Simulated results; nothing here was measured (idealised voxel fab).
process module | voxel double patterning
cross-section cut | 220 nm wide | cells 5 nm
A cross-section is a grid of square cells, given in bands from the top down. A band is one or more rows of cells.
Each band's line starts with the height of the band's top and of its bottom, in nm. Then come its materials from left to right, each with its width in nm. One material with "throughout" fills the band from edge to edge. "air" is empty space.
Height 0 is the level under which the wafer as received is all one material. The lowest band goes on downwards, as in "0 down".
A width such as "30 to 40" changes by the same amount from each row of cells to the next, from the band's top row to its bottom row.
"no change" after a step means that no cell of the cross-section changed.
closed voids: empty space of 8 cells or more with no open way to the top, each as width x height at its distance from the left edge, in nm
after a step's settings: what the simulator itself notes on the step
overlay nm, on a step with a mask: how far to the right of its planned place the mask lay; to the left if negative
plan
1 op RECEIVE | material Si
2 op CONFORMAL_DEP | material SiO2 | thk nm 10
3 op DIRECTIONAL_DEP | material W | thk nm 15
4 op DIRECTIONAL_DEP | material SiCN | thk nm 5
5 op DIRECTIONAL_DEP | material aC | thk nm 10
6 op PATTERN | tone open | mask id FIRST | material resist | width nm 15 | pitch nm 50 | thk nm 25 | overlay nm 0
7 op DIRECTIONAL_ETCH | etch materials aC | depth nm 10
8 op STRIP | etch materials resist
9 op DIRECTIONAL_ETCH | etch materials SiCN | depth nm 5
10 op STRIP | etch materials aC
11 op DIRECTIONAL_DEP | material aC | thk nm 10
12 op PATTERN | tone open | mask id SECOND | material resist | width nm 15 | pitch nm 50 | thk nm 30 | overlay nm 0
13 op DIRECTIONAL_ETCH | etch materials aC | depth nm 10
14 op STRIP | etch materials resist
15 op DIRECTIONAL_ETCH | etch materials SiCN | depth nm 5
16 op STRIP | etch materials aC
17 op DIRECTIONAL_ETCH | etch materials W | depth nm 15
18 op STRIP | etch materials SiCN
as received, after step 1
  0 down: Si throughout
  closed voids: none
first wafer at the end, as planned
  25 to 10: W 50 | air 15 | W 10 | air 15 | W 10 | air 15 | W 10 | air 15 | W 10 | air 15 | W 55
  10 to 0: SiO2 throughout
  0 down: Si throughout
  closed voids: none
second wafer at the end: like start, like plan, one mistake
  15 to 0: W 50 | air 15 | W 10 | air 15 | W 10 | air 15 | W 10 | air 15 | W 10 | air 15 | W 55
  0 down: Si throughout
  closed voids: none
what went wrong: step 2 was left out
at the end the second wafer has, in cells: 88 fewer of SiO2
